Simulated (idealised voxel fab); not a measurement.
process module | voxel air gaps
cross-section cut | 285 nm wide | cells 5 nm
A cross-section is a grid of square cells, given in bands from the top down. A band is one or more rows of cells.
Each band's line starts with the height of the band's top and of its bottom, in nm. Then come its materials from left to right, each with its width in nm. One material with "throughout" fills the band from edge to edge. "air" is empty space.
Height 0 is the level under which the wafer as received is all one material. The lowest band goes on downwards, as in "0 down".
A width such as "30 to 40" changes by the same amount from each row of cells to the next, from the band's top row to its bottom row.
"no change" after a step means that no cell of the cross-section changed.
closed voids: empty space of 8 cells or more with no open way to the top, each as width x height at its distance from the left edge, in nm
after a step's settings: what the simulator itself notes on the step
overlay nm, on a step with a mask: how far to the right of its planned place the mask lay; to the left if negative
plan
1 op RECEIVE | material Si
2 op CONFORMAL_DEP | material SiO2 | thk nm 15
3 op CONFORMAL_DEP | material SiN | thk nm 5
4 op DIRECTIONAL_DEP | material SiO2 | thk nm 35
5 op PATTERN | tone open | mask id LINES | material resist | width nm 25 | pitch nm 50 | thk nm 20 | overlay nm 0
6 op DIRECTIONAL_ETCH | etch materials SiO2 | depth nm 35
7 op STRIP | etch materials resist
8 op CONFORMAL_DEP | material TiN | thk nm 5
9 op FILL_DEP | material W | thk nm 5
10 op CMP | height nm 55
11 op EPI | material Ru | thk nm 10
12 op SELECTIVE_ETCH | etch materials SiO2 | depth nm 45
13 op CONFORMAL_DEP | material SiCN | thk nm 5
as received, after step 1
  0 down: Si throughout
  closed voids: none
a wafer at the end: this start, this plan, one mistake
  70 to 65: air 70 | SiCN 155 | air 60
  65 to 55: air 70 | SiCN 5 | Ru 45 | SiCN 5 | Ru 45 | SiCN 5 | Ru 45 | SiCN 5 | air 60
  55 to 50: air 70 | SiCN 15 | TiN 5 | W 15 | TiN 5 | SiCN 25 | TiN 5 | W 15 | TiN 5 | SiCN 25 | TiN 5 | W 15 | TiN 5 | SiCN 15 | air 60
  50 to 25: air 80 | SiCN 5 | TiN 5 | W 15 | TiN 5 | SiCN 5 | air 15 | SiCN 5 | TiN 5 | W 15 | TiN 5 | SiCN 5 | air 15 | SiCN 5 | TiN 5 | W 15 | TiN 5 | SiCN 5 | air 70
  25 to 20: SiCN 85 | TiN 25 | SiCN 25 | TiN 25 | SiCN 25 | TiN 25 | SiCN 75
  20 to 15: SiN throughout
  15 to 0: SiO2 throughout
  0 down: Si throughout
  closed voids: 15 x 25 at 115; 15 x 25 at 165
what went wrong: step 5 ran as: op PATTERN | tone open | mask id LINES | material resist | width nm 25 | pitch nm 50 | thk nm 20 | overlay nm 5
